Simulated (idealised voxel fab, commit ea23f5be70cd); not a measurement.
You're looking at the process module voxel self aligned vias.
In the cross-section labelled cut, the width is 215 nm and each square cell is 5 nm.
Format of a cross-section: grid, square cells. Given as bands. Order: top down. Band: one or more rows of cells. Top height, bottom height, nm. Materials left to right, width each, nm. Single material + "edge to edge" = fills band edge to edge. "blank" = empty. Zero point of the height axis is 0; under it, received wafer = one material. Lowest band: continues down indefinitely, "from 0 down". It should be noted that a width expressed as "30 to 40" varies in equal increments from row to row of cells within the band, taking the value of the first number at the top row and that of the second number at the bottom row. "identical to before" after a step means that no cell of the cross-section changed. What "Completely enclosed voids" gives you is every empty space of 8 cells or more that is cut off from the top. Each appears as width x height at distance, with the distance taken from the left edge and width, height and distance all in nm. On each step's line, the part that comes after the settings is the simulator's own comment on the step. overlay nm: mask right of planned place by this much (step with mask). Neg. = left.

[Set out below are the planned steps of the process]
1 RECEIVE [material Si]
2 CONFORMAL_DEP [material SiO2] [thk nm 10]
3 CONFORMAL_DEP [material SiCN] [thk nm 5]
4 DIRECTIONAL_DEP [material lowk] [thk nm 30]
5 MASKED_ETCH [tone open] [mask id LINES] [width nm 25] [pitch nm 50] [etch materials lowk] [depth nm 30] [overlay nm 0]
6 CONFORMAL_DEP [material TiN] [thk nm 5]
7 FILL_DEP [material Ru] [thk nm 5]
8 CMP [height nm 45]
9 SELECTIVE_ETCH [etch materials W Ru TiN] [depth nm 5]
10 FILL_DEP [material SiN] [thk nm 10]
11 CMP [height nm 45]
12 DIRECTIONAL_DEP [material lowk] [thk nm 15]
13 PATTERN [tone open] [mask id VIAS] [material resist] [width nm 35] [thk nm 15] [overlay nm 0]
14 DIRECTIONAL_ETCH [etch materials lowk] [depth nm 15]
15 DIRECTIONAL_ETCH [etch materials SiN] [depth nm 5]
16 STRIP [etch materials resist]
17 CONFORMAL_DEP [material TiN] [thk nm 5]
18 FILL_DEP [material Cu] [thk nm 10]
19 CMP [height nm 60]
20 CONFORMAL_DEP [material SiCN] [thk nm 5]

[Cross-section of the wafer as it came to us, i.e., already through step 1]
- from 0 down: Si edge to edge
- Completely enclosed voids: none

[First of two wafers at the end of the module, shown in cross-section; run carried out as planned]
- from 65 to 60: SiCN edge to edge
- from 60 to 50: 65 of lowk, then 5 of TiN, then 25 of Cu, then 5 of TiN, then 115 of lowk
- from 50 to 45: 65 of lowk, then 10 of TiN, then 15 of Cu, then 10 of TiN, then 115 of lowk
- from 45 to 40: 70 of lowk, then 25 of TiN, then 25 of lowk, then 25 of SiN, then 70 of lowk
- from 40 to 20: 70 of lowk, then 5 of TiN, then 15 of Ru, then 5 of TiN, then 25 of lowk, then 5 of TiN, then 15 of Ru, then 5 of TiN, then 70 of lowk
- from 20 to 15: 70 of lowk, then 25 of TiN, then 25 of lowk, then 25 of TiN, then 70 of lowk
- from 15 to 10: SiCN edge to edge
- from 10 to 0: SiO2 edge to edge
- from 0 down: Si edge to edge
- Completely enclosed voids: none

[Second wafer through the module, sectioned at the end: same beginning and same plan as the first wafer, with one mistake in carrying it out]
- from 65 to 60: SiCN edge to edge
- from 60 to 50: 65 of lowk, then 5 of TiN, then 25 of Cu, then 5 of TiN, then 115 of lowk
- from 50 to 45: 65 of lowk, then 10 of TiN, then 15 of Cu, then 10 of TiN, then 115 of lowk
- from 45 to 40: 70 of lowk, then 25 of TiN, then 25 of lowk, then 25 of SiN, then 70 of lowk
- from 40 to 20: 70 of lowk, then 5 of TiN, then 15 of Ru, then 5 of TiN, then 25 of lowk, then 5 of TiN, then 15 of Ru, then 5 of TiN, then 70 of lowk
- from 20 to 15: 70 of lowk, then 25 of TiN, then 25 of lowk, then 25 of TiN, then 70 of lowk
- from 15 to 5: SiO2 edge to edge
- from 5 to 0: SiCN edge to edge
- from 0 down: Si edge to edge
- Completely enclosed voids: none
Error vs. plan: the run placed steps 2 and 3 each in the position the plan gave to the other
So at the finish, the second wafer's got exactly as many cells of each material as the first, just not in the same spots.
